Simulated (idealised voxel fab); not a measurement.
Name of the process module below: voxel quadruple lines
The cross-section on display is named cut; it measures 140 nm wide, and its cells are 5 nm squares.
Notation: cross-section as square-cell grid; stated in bands, top first, going down; one or more cell rows per band. Heights first: top, then bottom, in nm. Then materials, left to right, each with a width in nm. "throughout" on a single material: fills the band edge to edge. "empty": empty space. Zero point of the height axis is 0; under it, received wafer = one material. Lowest band: continues down indefinitely, "0..down". When a width is written as two numbers, as in "30 to 40", the first number is the width in the top row of cells of the band and the second is the width in its bottom row, and the width changes by the same amount from each row to the next. You'll sometimes find "stayed the same" written for a step, and that's the way of saying that nowhere in the cross-section did a cell change during that step. Empty spaces counting at least 8 cells and having no open way to the top are listed in "Encapsulated voids". The notation width x height at distance is used for each, the distance being from the left edge and all three values in nm. Heads up: the bit after the settings on a step's line is the simulator's remark on that step. "overlay nm" on a masked step: distance the mask lay right of its planned place, negative for left. For the reader: what remains of this document is a series of pairs, each showing a cross-section before one process step and a cross-section after that step which reaches down only to the lowest band that changed, with the step between them and its settings set out under the pair. It should not be assumed that a pair continues from the pair above it; the pairs can come from different runs of this module on the same starting wafer, and such continuity exists only where the entry headed "Pre-process" says so.
-- Pre-process
    50..30 = aC throughout
    30..15 = polySi throughout
    15..5 = TiN throughout
    5..0 = SiO2 throughout
    0..down = Si throughout
    Encapsulated voids: none
-- Post-Step Appearance
    75..50 = 45 of empty  35 of resist  60 of empty
    Everything below 50 is unchanged.
    Encapsulated voids: none
Link between the two cross-sections above: op PATTERN | tone cover | mask id MANDREL | material resist | width nm 35 | thk nm 25 | overlay nm -5
Pre-process: this step begins from the cross-section that the pair just above shows after its step.
-- Post-Step Appearance
    55..50 = 45 of empty  35 of resist  60 of empty
    50..30 = 45 of empty  35 of aC  60 of empty
    Everything below 30 is unchanged.
    Encapsulated voids: none
Link between the two cross-sections above: op DIRECTIONAL_ETCH | etch materials aC | depth nm 20
Pre-process: this step begins from the cross-section that the pair just above shows after its step.
-- Post-Step Appearance
    50..30 = 45 of empty  35 of aC  60 of empty
    Everything below 30 is unchanged.
    Encapsulated voids: none
Link between the two cross-sections above: op STRIP | etch materials resist
Pre-process: this step begins from the cross-section that the pair just above shows after its step.
-- Post-Step Appearance
    65..50 = 30 of empty  65 of SiO2  45 of empty
    50..45 = 30 of empty  15 of SiO2  35 of aC  15 of SiO2  45 of empty
    45..30 = 45 of SiO2  35 of aC  60 of SiO2
    Everything below 30 is unchanged.
    Encapsulated voids: none
Link between the two cross-sections above: op CONFORMAL_DEP | material SiO2 | thk nm 15
Pre-process: this step begins from the cross-section that the pair just above shows after its step.
-- Post-Step Appearance
    50..30 = 30 of empty  15 of SiO2  35 of aC  15 of SiO2  45 of empty
    Everything below 30 is unchanged.
    Encapsulated voids: none
Link between the two cross-sections above: op DIRECTIONAL_ETCH | etch materials SiO2 | depth nm 15
Pre-process: this step begins from the cross-section that the pair just above shows after its step.
-- Post-Step Appearance
    50..30 = 30 of empty  15 of SiO2  35 of empty  15 of SiO2  45 of empty
    Everything below 30 is unchanged.
    Encapsulated voids: none
Link between the two cross-sections above: op STRIP | etch materials aC
Pre-process: this step begins from the cross-section that the pair just above shows after its step.
-- Post-Step Appearance
    50..30 = 30 of empty  15 of SiO2  35 of empty  15 of SiO2  45 of empty
    30..15 = 30 of empty  15 of polySi  35 of empty  15 of polySi  45 of empty
    Everything below 15 is unchanged.
    Encapsulated voids: none
Link between the two cross-sections above: op DIRECTIONAL_ETCH | etch materials polySi | depth nm 15
Pre-process: this step begins from the cross-section that the pair just above shows after its step.
-- Post-Step Appearance
    30..15 = 30 of empty  15 of polySi  35 of empty  15 of polySi  45 of empty
    Everything below 15 is unchanged.
    Encapsulated voids: none
Link between the two cross-sections above: op STRIP | etch materials SiO2
Pre-process: this step begins from the cross-section that the pair just above shows after its step.
-- Post-Step Appearance
    40..30 = 20 of empty  35 of SiCN  15 of empty  35 of SiCN  35 of empty
    30..25 = 20 of empty  10 of SiCN  15 of polySi  10 of SiCN  15 of empty  10 of SiCN  15 of polySi  10 of SiCN  35 of empty
    25..15 = 30 of SiCN  15 of polySi  35 of SiCN  15 of polySi  45 of SiCN
    Everything below 15 is unchanged.
    Encapsulated voids: none
Link between the two cross-sections above: op CONFORMAL_DEP | material SiCN | thk nm 10
Pre-process: this step begins from the cross-section that the pair just above shows after its step.
-- Post-Step Appearance
    30..15 = 20 of empty  10 of SiCN  15 of polySi  10 of SiCN  15 of empty  10 of SiCN  15 of polySi  10 of SiCN  35 of empty
    Everything below 15 is unchanged.
    Encapsulated voids: none
Link between the two cross-sections above: op DIRECTIONAL_ETCH | etch materials SiCN | depth nm 10
Pre-process: this step begins from the cross-section that the pair just above shows after its step.
-- Post-Step Appearance
    30..15 = 20 of empty  10 of SiCN  15 of empty  10 of SiCN  15 of empty  10 of SiCN  15 of empty  10 of SiCN  35 of empty
    Everything below 15 is unchanged.
    Encapsulated voids: none
Link between the two cross-sections above: op STRIP | etch materials polySi
Pre-process: this step begins from the cross-section that the pair just above shows after its step.
-- Post-Step Appearance
    30..15 = 20 of empty  10 of SiCN  15 of empty  10 of SiCN  15 of empty  10 of SiCN  15 of empty  10 of SiCN  35 of empty
    15..5 = 20 of empty  10 of TiN  15 of empty  10 of TiN  15 of empty  10 of TiN  15 of empty  10 of TiN  35 of empty
    Everything below 5 is unchanged.
    Encapsulated voids: none
Link between the two cross-sections above: op DIRECTIONAL_ETCH | etch materials TiN | depth nm 10
Pre-process: this step begins from the cross-section that the pair just above shows after its step.
-- Post-Step Appearance
    15..5 = 20 of empty  10 of TiN  15 of empty  10 of TiN  15 of empty  10 of TiN  15 of empty  10 of TiN  35 of empty
    Everything below 5 is unchanged.
    Encapsulated voids: none
Link between the two cross-sections above: op STRIP | etch materials SiCN
Pre-process: this step begins from the cross-section that the pair just above shows after its step.
-- Post-Step Appearance
    25..15 = SiO2 throughout
    15..5 = 20 of SiO2  10 of TiN  15 of SiO2  10 of TiN  15 of SiO2  10 of TiN  15 of SiO2  10 of TiN  35 of SiO2
    Everything below 5 is unchanged.
    Encapsulated voids: none
Link between the two cross-sections above: op FILL_DEP | material SiO2 | thk nm 10
Pre-process: this step begins from the cross-section that the pair just above shows after its step.
-- Post-Step Appearance
    15..5 = 20 of SiO2  10 of TiN  15 of SiO2  10 of TiN  15 of SiO2  10 of TiN  15 of SiO2  10 of TiN  35 of SiO2
    Everything below 5 is unchanged.
    Encapsulated voids: none
Link between the two cross-sections above: op CMP | height nm 15
-- Pre-process
    50..30 = 35 of empty  15 of SiO2  35 of aC  15 of SiO2  40 of empty
    30..15 = polySi throughout
    15..5 = TiN throughout
    5..0 = SiO2 throughout
    0..down = Si throughout
    Encapsulated voids: none
-- Post-Step Appearance
    50..30 = 50 of empty  35 of aC  55 of empty
    Everything below 30 is unchanged.
    Encapsulated voids: none
Link between the two cross-sections above: op STRIP | etch materials SiO2
Pre-process: this step begins from the cross-section that the pair just above shows after its step.
-- Post-Step Appearance
    50..30 = 50 of empty  35 of aC  55 of empty
    30..15 = 50 of empty  35 of polySi  55 of empty
    Everything below 15 is unchanged.
    Encapsulated voids: none
Link between the two cross-sections above: op DIRECTIONAL_ETCH | etch materials polySi | depth nm 15
Pre-process: this step begins from the cross-section that the pair just above shows after its step.
-- Post-Step Appearance
    60..50 = 40 of empty  55 of SiCN  45 of empty
    50..30 = 40 of empty  10 of SiCN  35 of aC  10 of SiCN  45 of empty
    30..25 = 40 of empty  10 of SiCN  35 of polySi  10 of SiCN  45 of empty
    25..15 = 50 of SiCN  35 of polySi  55 of SiCN
    Everything below 15 is unchanged.
    Encapsulated voids: none
Link between the two cross-sections above: op CONFORMAL_DEP | material SiCN | thk nm 10
Pre-process: this step begins from the cross-section that the pair just above shows after its step.
-- Post-Step Appearance
    50..30 = 40 of empty  10 of SiCN  35 of aC  10 of SiCN  45 of empty
    30..15 = 40 of empty  10 of SiCN  35 of polySi  10 of SiCN  45 of empty
    Everything below 15 is unchanged.
    Encapsulated voids: none
Link between the two cross-sections above: op DIRECTIONAL_ETCH | etch materials SiCN | depth nm 10
Pre-process: this step begins from the cross-section that the pair just above shows after its step.
-- Post-Step Appearance
    50..30 = 40 of empty  10 of SiCN  35 of aC  10 of SiCN  45 of empty
    30..15 = 40 of empty  10 of SiCN  35 of polySi  10 of SiCN  45 of empty
    15..5 = 40 of empty  55 of TiN  45 of empty
    Everything below 5 is unchanged.
    Encapsulated voids: none
Link between the two cross-sections above: op DIRECTIONAL_ETCH | etch materials TiN | depth nm 10
Pre-process: this step begins from the cross-section that the pair just above shows after its step.
-- Post-Step Appearance
    50..30 = 50 of empty  35 of aC  55 of empty
    30..15 = 50 of empty  35 of polySi  55 of empty
    Everything below 15 is unchanged.
    Encapsulated voids: none
Link between the two cross-sections above: op STRIP | etch materials SiCN
Pre-process: this step begins from the cross-section that the pair just above shows after its step.
-- Post-Step Appearance
    60..50 = SiO2 throughout
    50..30 = 50 of SiO2  35 of aC  55 of SiO2
    30..15 = 50 of SiO2  35 of polySi  55 of SiO2
    15..5 = 40 of SiO2  55 of TiN  45 of SiO2
    Everything below 5 is unchanged.
    Encapsulated voids: none
Link between the two cross-sections above: op FILL_DEP | material SiO2 | thk nm 10
Pre-process: this step begins from the cross-section that the pair just above shows after its step.
-- Post-Step Appearance
    15..5 = 40 of SiO2  55 of TiN  45 of SiO2
    Everything below 5 is unchanged.
    Encapsulated voids: none
Link between the two cross-sections above: op CMP | height nm 15
-- Pre-process
    50..30 = aC throughout
    30..15 = polySi throughout
    15..5 = TiN throughout
    5..0 = SiO2 throughout
    0..down = Si throughout
    Encapsulated voids: none
-- Post-Step Appearance
    75..50 = 50 of resist  35 of empty  55 of resist
    Everything below 50 is unchanged.
    Encapsulated voids: none
Link between the two cross-sections above: op PATTERN | tone open | mask id MANDREL | material resist | width nm 35 | thk nm 25 | overlay nm 0
Pre-process: this step begins from the cross-section that the pair just above shows after its step.
-- Post-Step Appearance
    55..50 = 50 of resist  35 of empty  55 of resist
    50..30 = 50 of aC  35 of empty  55 of aC
    Everything below 30 is unchanged.
    Encapsulated voids: none
Link between the two cross-sections above: op DIRECTIONAL_ETCH | etch materials aC | depth nm 20
Pre-process: this step begins from the cross-section that the pair just above shows after its step.
-- Post-Step Appearance
    50..30 = 50 of aC  35 of empty  55 of aC
    Everything below 30 is unchanged.
    Encapsulated voids: none
Link between the two cross-sections above: op STRIP | etch materials resist
Pre-process: this step begins from the cross-section that the pair just above shows after its step.
-- Post-Step Appearance
    65..50 = 65 of SiO2  5 of empty  70 of SiO2
    50..45 = 50 of aC  15 of SiO2  5 of empty  15 of SiO2  55 of aC
    45..30 = 50 of aC  35 of SiO2  55 of aC
    Everything below 30 is unchanged.
    Encapsulated voids: none
Link between the two cross-sections above: op CONFORMAL_DEP | material SiO2 | thk nm 15
Pre-process: this step begins from the cross-section that the pair just above shows after its step.
-- Post-Step Appearance
    50..30 = 50 of aC  15 of SiO2  5 of empty  15 of SiO2  55 of aC
    Everything below 30 is unchanged.
    Encapsulated voids: none
Link between the two cross-sections above: op DIRECTIONAL_ETCH | etch materials SiO2 | depth nm 15
Pre-process: this step begins from the cross-section that the pair just above shows after its step.
-- Post-Step Appearance
    50..30 = 50 of empty  15 of SiO2  5 of empty  15 of SiO2  55 of empty
    Everything below 30 is unchanged.
    Encapsulated voids: none
Link between the two cross-sections above: op STRIP | etch materials aC
Pre-process: this step begins from the cross-section that the pair just above shows after its step.
-- Post-Step Appearance
    50..30 = 50 of empty  15 of SiO2  5 of empty  15 of SiO2  55 of empty
    30..15 = 50 of empty  15 of polySi  5 of empty  15 of polySi  55 of empty
    Everything below 15 is unchanged.
    Encapsulated voids: none
Link between the two cross-sections above: op DIRECTIONAL_ETCH | etch materials polySi | depth nm 15
Pre-process: this step begins from the cross-section that the pair just above shows after its step.
-- Post-Step Appearance
    30..15 = 50 of empty  15 of polySi  5 of empty  15 of polySi  55 of empty
    Everything below 15 is unchanged.
    Encapsulated voids: none
Link between the two cross-sections above: op STRIP | etch materials SiO2
Pre-process: this step begins from the cross-section that the pair just above shows after its step.
-- Post-Step Appearance
    40..30 = 40 of empty  55 of SiCN  45 of empty
    30..25 = 40 of empty  10 of SiCN  15 of polySi  5 of SiCN  15 of polySi  10 of SiCN  45 of empty
    25..15 = 50 of SiCN  15 of polySi  5 of SiCN  15 of polySi  55 of SiCN
    Everything below 15 is unchanged.
    Encapsulated voids: none
Link between the two cross-sections above: op CONFORMAL_DEP | material SiCN | thk nm 10
Pre-process: this step begins from the cross-section that the pair just above shows after its step.
-- Post-Step Appearance
    30..15 = 40 of empty  10 of SiCN  15 of polySi  5 of SiCN  15 of polySi  10 of SiCN  45 of empty
    Everything below 15 is unchanged.
    Encapsulated voids: none
Link between the two cross-sections above: op DIRECTIONAL_ETCH | etch materials SiCN | depth nm 10
Pre-process: this step begins from the cross-section that the pair just above shows after its step.
-- Post-Step Appearance
    30..15 = 40 of empty  10 of SiCN  15 of empty  5 of SiCN  15 of empty  10 of SiCN  45 of empty
    Everything below 15 is unchanged.
    Encapsulated voids: none
Link between the two cross-sections above: op STRIP | etch materials polySi
Pre-process: this step begins from the cross-section that the pair just above shows after its step.
-- Post-Step Appearance
    30..15 = 40 of empty  10 of SiCN  15 of empty  5 of SiCN  15 of empty  10 of SiCN  45 of empty
    15..5 = 40 of empty  10 of TiN  15 of empty  5 of TiN  15 of empty  10 of TiN  45 of empty
    Everything below 5 is unchanged.
    Encapsulated voids: none
Link between the two cross-sections above: op DIRECTIONAL_ETCH | etch materials TiN | depth nm 10
Pre-process: this step begins from the cross-section that the pair just above shows after its step.
-- Post-Step Appearance
    15..5 = 40 of empty  10 of TiN  15 of empty  5 of TiN  15 of empty  10 of TiN  45 of empty
    Everything below 5 is unchanged.
    Encapsulated voids: none
Link between the two cross-sections above: op STRIP | etch materials SiCN
Pre-process: this step begins from the cross-section that the pair just above shows after its step.
-- Post-Step Appearance
    25..15 = SiO2 throughout
    15..5 = 40 of SiO2  10 of TiN  15 of SiO2  5 of TiN  15 of SiO2  10 of TiN  45 of SiO2
    Everything below 5 is unchanged.
    Encapsulated voids: none
Link between the two cross-sections above: op FILL_DEP | material SiO2 | thk nm 10
Pre-process: this step begins from the cross-section that the pair just above shows after its step.
-- Post-Step Appearance
    15..5 = 40 of SiO2  10 of TiN  15 of SiO2  5 of TiN  15 of SiO2  10 of TiN  45 of SiO2
    Everything below 5 is unchanged.
    Encapsulated voids: none
Link between the two cross-sections above: op CMP | height nm 15
